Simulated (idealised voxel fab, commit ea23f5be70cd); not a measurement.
Title: Process Module voxel transistor to metal
In the cross-section labelled cut, the width is 300 nm and each square cell is 5 nm.
For the purposes of this document, a cross-section shall be understood as a grid of square cells, specified as bands listed in top-to-bottom order, each band consisting of one or more rows of cells.
Quick guide to a band line: top height, bottom height (nm) up front; then every material left to right with its width in nm. Only one material and it's marked "everywhere"? Then it fills the band edge to edge. And "air" just means empty space.
A quick word on heights: they are counted from 0, and under that level the wafer as it came to us is one material throughout. The lowest band is different from the rest in having no bottom; it simply continues downward, written as in "z 0 and below".
Quick explanation for "30..40": the width changes in equal steps down the rows of cells, from the first number in the band's top row to the second number in its bottom row.
"nothing got changed", as given for a step, is the statement that not any cell of the cross-section underwent a change during that step.
Entry "Closed void entries". Content: empty spaces with no open connection to the top, size 8 cells or greater. Each: width x height at distance. Distance: from left edge. Unit: nm.
Heads up: the bit after the settings on a step's line is the simulator's remark on that step.
overlay nm: for a step with a mask, the amount by which the mask lay right of where it was planned; a negative amount means left of it.

# Steps planned for the process
step 1: RECEIVE | material Si
step 2: CONFORMAL_DEP | material SiO2 | thk nm 5
step 3: CONFORMAL_DEP | material SiN | thk nm 10
step 4: PATTERN | tone cover | mask id ACTIVE | material resist | width nm 100 | pitch nm 125 | thk nm 20 | overlay nm 0
step 5: DIRECTIONAL_ETCH | etch materials SiN | depth nm 10
step 6: DIRECTIONAL_ETCH | etch materials SiO2 | depth nm 5
step 7: DIRECTIONAL_ETCH | etch materials Si | depth nm 20
step 8: STRIP | etch materials resist
step 9: FILL_DEP | material SiO2 | thk nm 5
step 10: CMP | height nm 15
step 11: SELECTIVE_ETCH | etch materials SiO2 | depth nm 5
step 12: STRIP | etch materials SiN
step 13: SELECTIVE_ETCH | etch materials SiO2 | depth nm 5
step 14: OXIDIZE | depth nm 5
step 15: DIRECTIONAL_DEP | material polySi | thk nm 25
step 16: DIRECTIONAL_DEP | material SiCN | thk nm 10
step 17: PATTERN | tone cover | mask id GATE | material resist | width nm 20 | pitch nm 125 | thk nm 20 | overlay nm 0
step 18: DIRECTIONAL_ETCH | etch materials SiCN | depth nm 20
step 19: DIRECTIONAL_ETCH | etch materials polySi | depth nm 35
step 20: STRIP | etch materials resist
step 21: CONFORMAL_DEP | material SiN | thk nm 10
step 22: DIRECTIONAL_ETCH | etch materials SiN | depth nm 10
step 23: DIRECTIONAL_ETCH | etch materials SiO2 | depth nm 5
step 24: EPI | material nSi | thk nm 5
step 25: FILL_DEP | material SiO2 | thk nm 5
step 26: CMP | height nm 35
step 27: DIRECTIONAL_DEP | material SiO2 | thk nm 10
step 28: PATTERN | tone open | mask id CONTACT | material resist | width nm 25 | thk nm 20 | overlay nm 0
step 29: DIRECTIONAL_ETCH | etch materials SiO2 | depth nm 45
step 30: STRIP | etch materials resist
step 31: CONFORMAL_DEP | material TiN | thk nm 5
step 32: FILL_DEP | material W | thk nm 5
step 33: CMP | height nm 45
step 34: DIRECTIONAL_DEP | material TiN | thk nm 5
step 35: DIRECTIONAL_DEP | material Ru | thk nm 25
step 36: MASKED_ETCH | tone cover | mask id METAL_1 | width nm 15 | etch materials Ru | depth nm 25 | overlay nm 0
step 37: MASKED_ETCH | tone cover | mask id METAL_1 | width nm 15 | etch materials TiN | depth nm 5 | overlay nm 0
step 38: FILL_DEP | material SiO2 | thk nm 5
step 39: CMP | height nm 75
step 40: CONFORMAL_DEP | material SiN | thk nm 5

# Cross-section: wafer on arrival = after step 1
- z 0 and below  Si everywhere
- Closed void entries: none

# First of two wafers: cross-section at end of module, run per plan
- z 80 to 75  SiN everywhere
- z 75 to 50  45 nm SiO2, then 15 nm Ru, then 50 nm SiO2, then 15 nm Ru, then 45 nm SiO2, then 15 nm Ru, then 50 nm SiO2, then 15 nm Ru, then 50 nm SiO2
- z 50 to 45  45 nm SiO2, then 15 nm TiN, then 50 nm SiO2, then 15 nm TiN, then 45 nm SiO2, then 15 nm TiN, then 50 nm SiO2, then 15 nm TiN, then 50 nm SiO2
- z 45 to 35  45 nm SiO2, then 5 nm TiN, then 15..10 nm W, then 5..10 nm TiN, then 30 nm SiO2, then 5..10 nm TiN, then 15..10 nm W, then 5 nm TiN, then 45 nm SiO2, then 5 nm TiN, then 15..10 nm W, then 5..10 nm TiN, then 30 nm SiO2, then 5..10 nm TiN, then 15..10 nm W, then 5 nm TiN, then 50 nm SiO2
- z 35 to 25  45 nm SiO2, then 5 nm TiN, then 10 nm W, then 5 nm TiN, then 10 nm SiN, then 20 nm SiCN, then 10 nm SiN, then 5 nm TiN, then 10 nm W, then 5 nm TiN, then 45 nm SiO2, then 5 nm TiN, then 10 nm W, then 5 nm TiN, then 10 nm SiN, then 20 nm SiCN, then 10 nm SiN, then 5 nm TiN, then 10 nm W, then 5 nm TiN, then 50 nm SiO2
- z 25 to 5  45 nm SiO2, then 5 nm TiN, then 10 nm W, then 5 nm TiN, then 10 nm SiN, then 20 nm polySi, then 10 nm SiN, then 5 nm TiN, then 10 nm W, then 5 nm TiN, then 45 nm SiO2, then 5 nm TiN, then 10 nm W, then 5 nm TiN, then 10 nm SiN, then 20 nm polySi, then 10 nm SiN, then 5 nm TiN, then 10 nm W, then 5 nm TiN, then 50 nm SiO2
- z 5 to 0  30 nm SiO2, then 10 nm SiN, then 5 nm SiO2, then 20 nm TiN, then 10 nm SiN, then 20 nm polySi, then 10 nm SiN, then 20 nm TiN, then 5 nm SiO2, then 10 nm SiN, then 15 nm SiO2, then 10 nm SiN, then 5 nm SiO2, then 20 nm TiN, then 10 nm SiN, then 20 nm polySi, then 10 nm SiN, then 20 nm TiN, then 5 nm SiO2, then 10 nm SiN, then 35 nm SiO2
- z 0 to -5  40 nm SiO2, then 25 nm nSi, then 40 nm SiO2, then 25 nm nSi, then 35 nm SiO2, then 25 nm nSi, then 40 nm SiO2, then 25 nm nSi, then 45 nm SiO2
- z -5 to -20  35 nm SiO2, then 100 nm Si, then 25 nm SiO2, then 100 nm Si, then 40 nm SiO2
- z -20 and below  Si everywhere
- Closed void entries: none

# Wafer two, sectioned after the module: the first wafer's start, the first wafer's plan, and one mistake in how it was run
- z 80 to 75  SiN everywhere
- z 75 to 50  45 nm SiO2, then 15 nm Ru, then 50 nm SiO2, then 15 nm Ru, then 45 nm SiO2, then 15 nm Ru, then 50 nm SiO2, then 15 nm Ru, then 50 nm SiO2
- z 50 to 45  45 nm SiO2, then 15 nm TiN, then 50 nm SiO2, then 15 nm TiN, then 45 nm SiO2, then 15 nm TiN, then 50 nm SiO2, then 15 nm TiN, then 50 nm SiO2
- z 45 to 35  45 nm SiO2, then 5 nm TiN, then 15..10 nm W, then 5..10 nm TiN, then 30 nm SiO2, then 5..10 nm TiN, then 15..10 nm W, then 5 nm TiN, then 45 nm SiO2, then 5 nm TiN, then 15..10 nm W, then 5..10 nm TiN, then 30 nm SiO2, then 5..10 nm TiN, then 15..10 nm W, then 5 nm TiN, then 50 nm SiO2
- z 35 to 25  45 nm SiO2, then 5 nm TiN, then 10 nm W, then 5 nm TiN, then 10 nm SiN, then 20 nm SiCN, then 10 nm SiN, then 5 nm TiN, then 10 nm W, then 5 nm TiN, then 45 nm SiO2, then 5 nm TiN, then 10 nm W, then 5 nm TiN, then 10 nm SiN, then 20 nm SiCN, then 10 nm SiN, then 5 nm TiN, then 10 nm W, then 5 nm TiN, then 50 nm SiO2
- z 25 to 5  45 nm SiO2, then 5 nm TiN, then 10 nm W, then 5 nm TiN, then 10 nm SiN, then 20 nm polySi, then 10 nm SiN, then 5 nm TiN, then 10 nm W, then 5 nm TiN, then 45 nm SiO2, then 5 nm TiN, then 10 nm W, then 5 nm TiN, then 10 nm SiN, then 20 nm polySi, then 10 nm SiN, then 5 nm TiN, then 10 nm W, then 5 nm TiN, then 50 nm SiO2
- z 5 to 0  30 nm SiO2, then 10 nm SiN, then 5 nm SiO2, then 20 nm TiN, then 10 nm SiN, then 20 nm polySi, then 10 nm SiN, then 20 nm TiN, then 5 nm SiO2, then 10 nm SiN, then 15 nm SiO2, then 10 nm SiN, then 5 nm SiO2, then 20 nm TiN, then 10 nm SiN, then 20 nm polySi, then 10 nm SiN, then 20 nm TiN, then 5 nm SiO2, then 10 nm SiN, then 35 nm SiO2
- z 0 to -5  30 nm SiO2, then 5 nm SiN, then 5 nm SiO2, then 25 nm nSi, then 40 nm SiO2, then 25 nm nSi, then 5 nm SiO2, then 5 nm SiN, then 15 nm SiO2, then 5 nm SiN, then 5 nm SiO2, then 25 nm nSi, then 40 nm SiO2, then 25 nm nSi, then 5 nm SiO2, then 5 nm SiN, then 35 nm SiO2
- z -5 to -10  40 nm SiO2, then 90 nm Si, then 35 nm SiO2, then 90 nm Si, then 45 nm SiO2
- z -10 to -20  35 nm SiO2, then 100 nm Si, then 25 nm SiO2, then 100 nm Si, then 40 nm SiO2
- z -20 and below  Si everywhere
- Closed void entries: none
What went wrong in running the wafer? the run left out plan step 2 entirely, so it was never executed
Final cells, second wafer relative to first, materials higher or lower: 4 fewer of Si; 4 more of SiN
